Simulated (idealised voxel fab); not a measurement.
process module | voxel ribs on slabs
cross-section cut | 285 nm wide | cells 5 nm
A cross-section is a grid of square cells, given in bands from the top down. A band is one or more rows of cells.
Each band's line starts with the height of the band's top and of its bottom, in nm. Then come its materials from left to right, each with its width in nm. One material with "throughout" fills the band from edge to edge. "air" is empty space.
Height 0 is the level under which the wafer as received is all one material. The lowest band goes on downwards, as in "0 down".
A width such as "30 to 40" changes by the same amount from each row of cells to the next, from the band's top row to its bottom row.
"no change" after a step means that no cell of the cross-section changed.
closed voids: empty space of 8 cells or more with no open way to the top, each as width x height at its distance from the left edge, in nm
after a step's settings: what the simulator itself notes on the step
overlay nm, on a step with a mask: how far to the right of its planned place the mask lay; to the left if negative
plan
1 op RECEIVE | material Si
2 op DIRECTIONAL_DEP | material SiO2 | thk nm 20
3 op DIRECTIONAL_DEP | material polySi | thk nm 25
4 op PATTERN | tone cover | mask id RIB | material resist | width nm 30 | thk nm 15 | overlay nm 0
5 op DIRECTIONAL_ETCH | etch materials polySi | depth nm 10
6 op STRIP | etch materials resist
7 op DIRECTIONAL_DEP | material aC | thk nm 10
8 op PATTERN | tone cover | mask id SLAB | material resist | width nm 80 | thk nm 30 | overlay nm 0
9 op DIRECTIONAL_ETCH | etch materials aC | depth nm 10
10 op STRIP | etch materials resist
11 op DIRECTIONAL_ETCH | etch materials polySi | depth nm 15
12 op STRIP | etch materials aC
13 op FILL_DEP | material SiO2 | thk nm 20
14 op CMP | height nm 60
15 op DIRECTIONAL_DEP | material W | thk nm 5
16 op MASKED_ETCH | tone cover | mask id HEATER | width nm 40 | etch materials W | depth nm 5 | overlay nm 0
17 op CONFORMAL_DEP | material SiO2 | thk nm 10
varied across the wafers: width nm of step 8. The plan shows the first wafer's value. All wafers start alike
first wafer as received, after step 1
  0 down: Si throughout
  closed voids: none
each wafer at the end: cells of each material gained (+) or lost (-) since it was received, then its closed voids
width nm 80 | +742 SiO2 | +8 W | +60 polySi | closed voids: none
width nm 85 | +739 SiO2 | +8 W | +63 polySi | closed voids: none
width nm 90 | +736 SiO2 | +8 W | +66 polySi | closed voids: none
width nm 95 | +733 SiO2 | +8 W | +69 polySi | closed voids: none
width nm 100 | +730 SiO2 | +8 W | +72 polySi | closed voids: none
width nm 105 | +727 SiO2 | +8 W | +75 polySi | closed voids: none
